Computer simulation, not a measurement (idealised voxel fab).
Herein follows the process module entitled voxel fin reveal.
The cross-section on display is named cut; it measures 295 nm wide, and its cells are 5 nm squares.
For the purposes of this document, a cross-section shall be understood as a grid of square cells, specified as bands listed in top-to-bottom order, each band consisting of one or more rows of cells. Read a band's entry like this: the first values are the height of its top and the height of its bottom in nm, and what follows is the sequence of materials from left to right, each with its width in nm. Note that "blank" is empty space, and that a single material marked "throughout" reaches across the band from edge to edge. Heights from 0 (as-received wafer is one material below). Bottom band endless downward, as "0 down". You'd read "30..40" like this: the band's top row of cells is as wide as the first number, its bottom row is as wide as the second, and going down, every row changes width by the same amount as the row before did. The cross-section has no changed cell in any step marked "no change occurred". "Completely sealed voids" contains a list of empty spaces, each no smaller than 8 cells and without an open way to the top, written in the form width x height at distance with the distance from the left edge and all three in nm. Formally, on a step line, whatever follows the settings is a remark that the simulator itself makes on the step. "overlay nm" answers the question of how far to the right of plan the mask lay on a step that has a mask, and when it is negative the answer is to the left.

STEPS PLANNED FOR THE PROCESS
| 1 | RECEIVE | material Si |
| 2 | CONFORMAL_DEP | material SiN | thk nm 10 |
| 3 | MASKED_ETCH | tone cover | mask id FINS | width nm 15 | pitch nm 45 | etch materials SiN | depth nm 10 | overlay nm 0 |
| 4 | MASKED_ETCH | tone cover | mask id FINS | width nm 15 | pitch nm 45 | etch materials Si | depth nm 40 | overlay nm 0 |
| 5 | OXIDIZE | depth nm 5 |
| 6 | FILL_DEP | material SiO2 | thk nm 15 |
| 7 | CMP | height nm 10 |
| 8 | SELECTIVE_ETCH | etch materials SiO2 | depth nm 25 |
| 9 | STRIP | etch materials SiN |

SO, THE FIRST OF OUR TWO WAFERS, RUN JUST AS WE PLANNED IT

CROSS-SECTION OF THE WAFER AT RECEIPT, WHICH IS THE CONDITION AFTER STEP 1
0 down: Si throughout
Completely sealed voids: none

WAFER XSEC, POST STEP 2
10 to 0: SiN throughout
Rest of section, below 0: as before.

WAFER XSEC, POST STEP 3
10 to 0: blank: 115; SiN: 15; blank: 30; SiN: 15; blank: 120
Rest of section, below 0: as before.

WAFER XSEC, POST STEP 4
10 to 0: blank: 115; SiN: 15; blank: 30; SiN: 15; blank: 120
0 to -40: blank: 115; Si: 15; blank: 30; Si: 15; blank: 120
Rest of section, below -40: as before.

WAFER XSEC, POST STEP 5
10 to 0: blank: 115; SiN: 15; blank: 30; SiN: 15; blank: 120
0 to -40: blank: 115; SiO2: 5; Si: 5; SiO2: 5; blank: 30; SiO2: 5; Si: 5; SiO2: 5; blank: 120
-40 to -45: SiO2: 120; Si: 5; SiO2: 40; Si: 5; SiO2: 125
Rest of section, below -45: as before.

WAFER XSEC, POST STEP 6
25 to 10: SiO2 throughout
10 to 0: SiO2: 115; SiN: 15; SiO2: 30; SiN: 15; SiO2: 120
0 to -45: SiO2: 120; Si: 5; SiO2: 40; Si: 5; SiO2: 125
Rest of section, below -45: as before.

WAFER XSEC, POST STEP 7
10 to 0: SiO2: 115; SiN: 15; SiO2: 30; SiN: 15; SiO2: 120
Rest of section, below 0: as before.

WAFER XSEC, POST STEP 8
10 to 0: blank: 115; SiN: 15; blank: 30; SiN: 15; blank: 120
0 to -15: blank: 120; Si: 5; blank: 40; Si: 5; blank: 125
Rest of section, below -15: as before.

WAFER XSEC, POST STEP 9
0 to -15: blank: 120; Si: 5; blank: 40; Si: 5; blank: 125
Rest of section, below -15: as before.

SECOND WAFER: LIKE START, LIKE PLAN, ONE MISTAKE. THROUGH STEP 7 IT MATCHES THE FIRST WAFER

X-SECTION, SECOND WAFER, WHEN STEP 8 WAS DUE TO FINISH
10 to 0: SiO2: 115; blank: 15; SiO2: 30; blank: 15; SiO2: 120
Rest of section, below 0: as before.

X-SECTION, SECOND WAFER, WHEN STEP 9 WAS DUE TO FINISH
0 to -15: blank: 120; Si: 5; blank: 40; Si: 5; blank: 125
-15 to -25: SiO2: 90; blank: 30; Si: 5; blank: 40; Si: 5; blank: 30; SiO2: 95
Rest of section, below -25: as before.
Against the plan, the run slipped here: ran 8 and 9 in swapped order versus the plan
Heads up, by the end the second wafer has more or fewer cells of some materials compared to the first: SiO2: 40 fewer
